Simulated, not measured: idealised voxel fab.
Process module under the name voxel self aligned vias
Cross-sectional view cut (width: 260 nm; square cell size: 5 nm).
Cross-section layout: square cells on a grid; listed as bands, top to bottom; a band spans one or more cell rows. Per band: top height and bottom height in nm, followed by the left-to-right materials and their widths in nm; "all across" marks a single material spanning edge to edge, "empty" marks empty space. Basically, 0 is our baseline, since under it the wafer straight out of the box is all one material. The bottom band has no lower end and keeps on going down, so it looks like "from 0 down". A width such as "30->40" changes by the same amount from each row of cells to the next, from the band's top row to its bottom row. No cell of the cross-section changed in a step that is given as "all unchanged". "Closed void inventory" lists enclosed empty spaces (at least 8 cells, no open path upward to the top), each as width x height at distance from the left edge, in nm. The remark found on a step's line after its settings is issued by the simulator itself and pertains to that step. When a step includes a mask, the "overlay nm" setting on its line states how far to the right of its planned place that mask lay, and negative values state how far to the left.
### Process steps (planned)
1: RECEIVE with material Si
2: CONFORMAL_DEP with material SiO2, thk nm 10
3: CONFORMAL_DEP with material SiCN, thk nm 5
4: DIRECTIONAL_DEP with material lowk, thk nm 30
5: PATTERN with tone open, mask id LINES, material resist, width nm 20, pitch nm 50, thk nm 20, overlay nm 0
6: DIRECTIONAL_ETCH with etch materials lowk, depth nm 30
7: STRIP with etch materials resist
8: CONFORMAL_DEP with material TiN, thk nm 5
9: FILL_DEP with material W, thk nm 10
10: CMP with height nm 45
11: SELECTIVE_ETCH with etch materials W Ru TiN, depth nm 5
12: FILL_DEP with material SiN, thk nm 10
13: CMP with height nm 45
14: DIRECTIONAL_DEP with material lowk, thk nm 20
15: MASKED_ETCH with tone open, mask id VIAS, width nm 30, etch materials lowk, depth nm 20, overlay nm 0
16: MASKED_ETCH with tone open, mask id VIAS, width nm 30, etch materials SiN, depth nm 5, overlay nm 0
17: CONFORMAL_DEP with material TiN, thk nm 5
18: FILL_DEP with material Cu, thk nm 5
19: CMP with height nm 65
20: CONFORMAL_DEP with material SiCN, thk nm 5
### As-received state of the wafer in cross-section, equivalent to post-step 1
> from 0 down: Si all across
> Closed void inventory: none
### Below is the wafer in cross-section after the module was completed. It began from the starting point shown above and followed the plan shown above, except that one mistake was made while running it
> from 70 to 65: SiCN all across
> from 65 to 50: lowk 90 / TiN 5 / Cu 20 / TiN 5 / lowk 140
> from 50 to 45: lowk 90 / TiN 15 / Cu 5 / TiN 10 / lowk 140
> from 45 to 40: lowk 100 / TiN 15 / lowk 35 / SiN 15 / lowk 95
> from 40 to 20: lowk 100 / TiN 5 / W 5 / TiN 5 / lowk 35 / TiN 5 / W 5 / TiN 5 / lowk 95
> from 20 to 15: lowk 100 / TiN 15 / lowk 35 / TiN 15 / lowk 95
> from 15 to 10: SiCN all across
> from 10 to 0: SiO2 all across
> from 0 down: Si all across
> Closed void inventory: none
Heads up, the wafer didn't run the way we planned it: step 5 was run on a setting that differed from the plan, and what really ran there is PATTERN with tone open, mask id LINES, material resist, width nm 15, pitch nm 50, thk nm 20, overlay nm 0
